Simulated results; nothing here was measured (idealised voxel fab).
Name of the process module below: voxel capacitor over wiring
Square cell edge 5 nm, section width 210 nm, ID cut.
Cross-section format: a grid of square cells, given as bands from top to bottom; each band is one or more rows of cells. Band entry format. Leading values: height of top, height of bottom, nm. Remainder: materials in left-to-right order, each with its width in nm. Special words: "edge to edge" on a single material, which then fills the band edge to edge; "empty", empty space. Height reference: 0 = level under which incoming wafer is all one material. Lowest band: no bottom, runs on downward, e.g. "from 0 down". With a width like "30->40", each row of cells in the band differs from the next by the same amount, the top row carrying the first number and the bottom row the second. The cross-section has no changed cell in any step marked "remained the same". Any empty space of 8 cells or more lacking an open way to the top shows up in "Closed internal cavities" as width x height at distance, distance from the left edge, in nm. Step line, after settings: the simulator's comment on this step. If you see "overlay nm" on a step's line and that step has a mask, it's telling you how far right of where it was planned the mask ended up; a negative number means it went left instead.

**Intended process steps**
1. RECEIVE,material Si
2. CONFORMAL_DEP,material SiO2,thk nm 10
3. CONFORMAL_DEP,material SiCN,thk nm 5
4. DIRECTIONAL_DEP,material lowk,thk nm 15
5. MASKED_ETCH,tone open,mask id METAL_1,width nm 30,pitch nm 95,etch materials lowk,depth nm 15,overlay nm 0
6. MASKED_ETCH,tone open,mask id METAL_1,width nm 30,pitch nm 95,etch materials SiCN,depth nm 5,overlay nm 0
7. CONFORMAL_DEP,material TiN,thk nm 5
8. FILL_DEP,material Ru,thk nm 5
9. CMP,height nm 30
10. CONFORMAL_DEP,material SiCN,thk nm 5
11. DIRECTIONAL_DEP,material lowk,thk nm 15
12. PATTERN,tone open,mask id PLUG_1,material resist,width nm 15,thk nm 15,overlay nm 0
13. DIRECTIONAL_ETCH,etch materials lowk,depth nm 15
14. DIRECTIONAL_ETCH,etch materials SiCN,depth nm 5
15. STRIP,etch materials resist
16. CONFORMAL_DEP,material TiN,thk nm 5
17. FILL_DEP,material Ru,thk nm 10
18. CMP,height nm 50
19. DIRECTIONAL_DEP,material TiN,thk nm 5
20. DIRECTIONAL_DEP,material Al2O3,thk nm 5
21. DIRECTIONAL_DEP,material TiN,thk nm 5
22. PATTERN,tone cover,mask id UPPER_PLATE,material resist,width nm 70,thk nm 20,overlay nm 0
23. DIRECTIONAL_ETCH,etch materials TiN,depth nm 5
24. DIRECTIONAL_ETCH,etch materials Al2O3,depth nm 5
25. STRIP,etch materials resist
26. MASKED_ETCH,tone cover,mask id LOWER_PLATE,width nm 80,etch materials TiN,depth nm 5,overlay nm 0
27. FILL_DEP,material SiO2,thk nm 15
28. CMP,height nm 75
29. MASKED_ETCH,tone open,mask id PLUG_2,width nm 15,etch materials SiO2,depth nm 10,overlay nm 0
30. CONFORMAL_DEP,material TiN,thk nm 5
31. FILL_DEP,material W,thk nm 10
32. CMP,height nm 75
33. CONFORMAL_DEP,material SiCN,thk nm 5

**Received-state cross-section, reflecting completion of step 1**
- from 0 down: Si edge to edge
- Closed internal cavities: none

**End-of-module cross-section. Starting structure and process plan as above; one mistake made in running it**
- from 80 to 75: SiCN edge to edge
- from 75 to 70: 65 nm SiO2; 5 nm TiN; 5 nm W; 5 nm TiN; 130 nm SiO2
- from 70 to 65: 65 nm SiO2; 15 nm TiN; 130 nm SiO2
- from 65 to 60: 55 nm SiO2; 70 nm Al2O3; 85 nm SiO2
- from 60 to 55: 50 nm SiO2; 80 nm TiN; 80 nm SiO2
- from 55 to 50: TiN edge to edge
- from 50 to 35: 55 nm lowk; 5 nm TiN; 5 nm Ru; 5 nm TiN; 140 nm lowk
- from 35 to 30: 55 nm SiCN; 15 nm TiN; 140 nm SiCN
- from 30 to 15: 40 nm lowk; 5 nm TiN; 20 nm Ru; 5 nm TiN; 65 nm lowk; 5 nm TiN; 20 nm Ru; 5 nm TiN; 45 nm lowk
- from 15 to 10: 40 nm SiCN; 30 nm TiN; 65 nm SiCN; 30 nm TiN; 45 nm SiCN
- from 10 to 0: SiO2 edge to edge
- from 0 down: Si edge to edge
- Closed internal cavities: none
Which mistake was made when the wafer was run? sequence error: steps 20 and 21 interchanged
